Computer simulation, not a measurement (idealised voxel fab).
process module | voxel gate over fins
cross-section cut | 255 nm wide | cells 5 nm
A cross-section is a grid of square cells, given in bands from the top down. A band is one or more rows of cells.
Each band's line starts with the height of the band's top and of its bottom, in nm. Then come its materials from left to right, each with its width in nm. One material with "throughout" fills the band from edge to edge. "air" is empty space.
Height 0 is the level under which the wafer as received is all one material. The lowest band goes on downwards, as in "0 down".
A width such as "30 to 40" changes by the same amount from each row of cells to the next, from the band's top row to its bottom row.
"no change" after a step means that no cell of the cross-section changed.
closed voids: empty space of 8 cells or more with no open way to the top, each as width x height at its distance from the left edge, in nm
after a step's settings: what the simulator itself notes on the step
overlay nm, on a step with a mask: how far to the right of its planned place the mask lay; to the left if negative
plan
1 op RECEIVE | material Si
2 op CONFORMAL_DEP | material SiN | thk nm 5
3 op MASKED_ETCH | tone cover | mask id FINS | width nm 15 | pitch nm 50 | etch materials SiN | depth nm 5 | overlay nm 0
4 op MASKED_ETCH | tone cover | mask id FINS | width nm 15 | pitch nm 50 | etch materials Si | depth nm 30 | overlay nm -15
5 op FILL_DEP | material SiO2 | thk nm 10
6 op CMP | height nm 5
7 op MASKED_ETCH | tone open | mask id RAIL | width nm 15 | etch materials SiO2 | depth nm 30 | overlay nm 0
8 op CONFORMAL_DEP | material TiN | thk nm 5
9 op FILL_DEP | material Ru | thk nm 5
10 op CMP | height nm 5
11 op SELECTIVE_ETCH | etch materials W Ru TiN | depth nm 20
12 op FILL_DEP | material SiO2 | thk nm 5
13 op CMP | height nm 5
14 op SELECTIVE_ETCH | etch materials SiO2 | depth nm 15
15 op STRIP | etch materials SiN
16 op CONFORMAL_DEP | material HfO2 | thk nm 5
17 op CONFORMAL_DEP | material TiN | thk nm 5
18 op CONFORMAL_DEP | material TiAl | thk nm 5
19 op CONFORMAL_DEP | material TiN | thk nm 5
20 op FILL_DEP | material W | thk nm 10
21 op CMP | height nm 25
22 op CONFORMAL_DEP | material SiCN | thk nm 5
varied across the wafers: overlay nm of step 4. The plan shows the first wafer's value. All wafers start alike
first wafer as received, after step 1
  0 down: Si throughout
  closed voids: none
each wafer at the end: cells of each material gained (+) or lost (-) since it was received, then its closed voids
overlay nm -15 | +63 HfO2 | -198 Si | +51 SiCN | +128 SiO2 | +55 TiAl | +122 TiN | +85 W | closed voids: none
overlay nm -10 | +63 HfO2 | +1 Ru | -216 Si | +51 SiCN | +138 SiO2 | +59 TiAl | +123 TiN | +87 W | closed voids: none
overlay nm -5 | +63 HfO2 | +1 Ru | -234 Si | +51 SiCN | +150 SiO2 | +63 TiAl | +123 TiN | +89 W | closed voids: none
overlay nm 0 | +63 HfO2 | +1 Ru | -252 Si | +51 SiCN | +162 SiO2 | +63 TiAl | +127 TiN | +91 W | closed voids: none
overlay nm 5 | +63 HfO2 | +1 Ru | -234 Si | +51 SiCN | +150 SiO2 | +63 TiAl | +123 TiN | +89 W | closed voids: none
overlay nm 10 | +63 HfO2 | +1 Ru | -216 Si | +51 SiCN | +138 SiO2 | +59 TiAl | +123 TiN | +87 W | closed voids: none
overlay nm 15 | +63 HfO2 | -198 Si | +51 SiCN | +128 SiO2 | +55 TiAl | +122 TiN | +85 W | closed voids: none
